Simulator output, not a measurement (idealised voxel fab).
The process module that follows is named voxel ribs on slabs.
cross-section cut | 250 nm wide | cells 5 nm
If you're reading a cross-section in this doc, picture square cells in a grid; it comes to you as bands, top ones listed first down to the bottom, and a band can be one or more rows of cells. Look at the band entry: it leads with the top's height and the bottom's height in nm. Then it lists the materials left to right, with a width in nm for each. The word "full width" on a single material says that material fills the band edge to edge. The word "air" is empty space. Height 0 is the level under which the wafer as received is all one material. The lowest band goes on downwards, as in "top 0, no bottom". Top row gets the first number, bottom row gets the second, and each row in between changes by the same step: that is how a band width like "30 to 40" works. "nothing changed" means the step left every cell of the cross-section as it was. The list in "Enclosed empty spaces" covers empty spaces of 8 cells or more that cannot reach the top through any open way, and it gives each as width x height at distance; the distance is from the left edge, and width, height and distance are in nm. Text after the settings on a step's line: the simulator's own remark on that step. overlay nm: how far to the right of its planned place the mask lay on this masked step (negative: to the left).

**Here's what the planned process steps look like**
1: RECEIVE with material Si
2: DIRECTIONAL_DEP with material SiO2, thk nm 20
3: DIRECTIONAL_DEP with material polySi, thk nm 20
4: MASKED_ETCH with tone cover, mask id RIB, width nm 20, etch materials polySi, depth nm 5, overlay nm 0
5: DIRECTIONAL_DEP with material aC, thk nm 10
6: PATTERN with tone cover, mask id SLAB, material resist, width nm 80, thk nm 30, overlay nm 0
7: DIRECTIONAL_ETCH with etch materials aC, depth nm 10
8: STRIP with etch materials resist
9: DIRECTIONAL_ETCH with etch materials polySi, depth nm 15
10: STRIP with etch materials aC
11: FILL_DEP with material SiO2, thk nm 30
12: CMP with height nm 60
13: DIRECTIONAL_DEP with material W, thk nm 5
14: MASKED_ETCH with tone cover, mask id HEATER, width nm 30, etch materials W, depth nm 5, overlay nm 0
15: CONFORMAL_DEP with material SiN, thk nm 10

**Cross-sectional view of the wafer in its as-received condition, corresponding to the state after step 1**
    top 0, no bottom  Si full width
    Enclosed empty spaces: none

**This is how the wafer looks in cross-section once the module is done, given the starting state and plan above and one mistake in carrying the plan out**
    top 75, bottom 70  air: 100 / SiN: 50 / air: 100
    top 70, bottom 65  SiN full width
    top 65, bottom 60  SiN: 110 / W: 30 / SiN: 110
    top 60, bottom 35  SiO2 full width
    top 35, bottom 25  polySi: 85 / SiO2: 80 / polySi: 85
    top 25, bottom 20  polySi: 85 / SiO2: 30 / polySi: 20 / SiO2: 30 / polySi: 85
    top 20, bottom 0  SiO2 full width
    top 0, no bottom  Si full width
    Enclosed empty spaces: none
Deviation from plan: step 6 did not happen as planned, as run it was PATTERN with tone open, mask id SLAB, material resist, width nm 80, thk nm 30, overlay nm 0
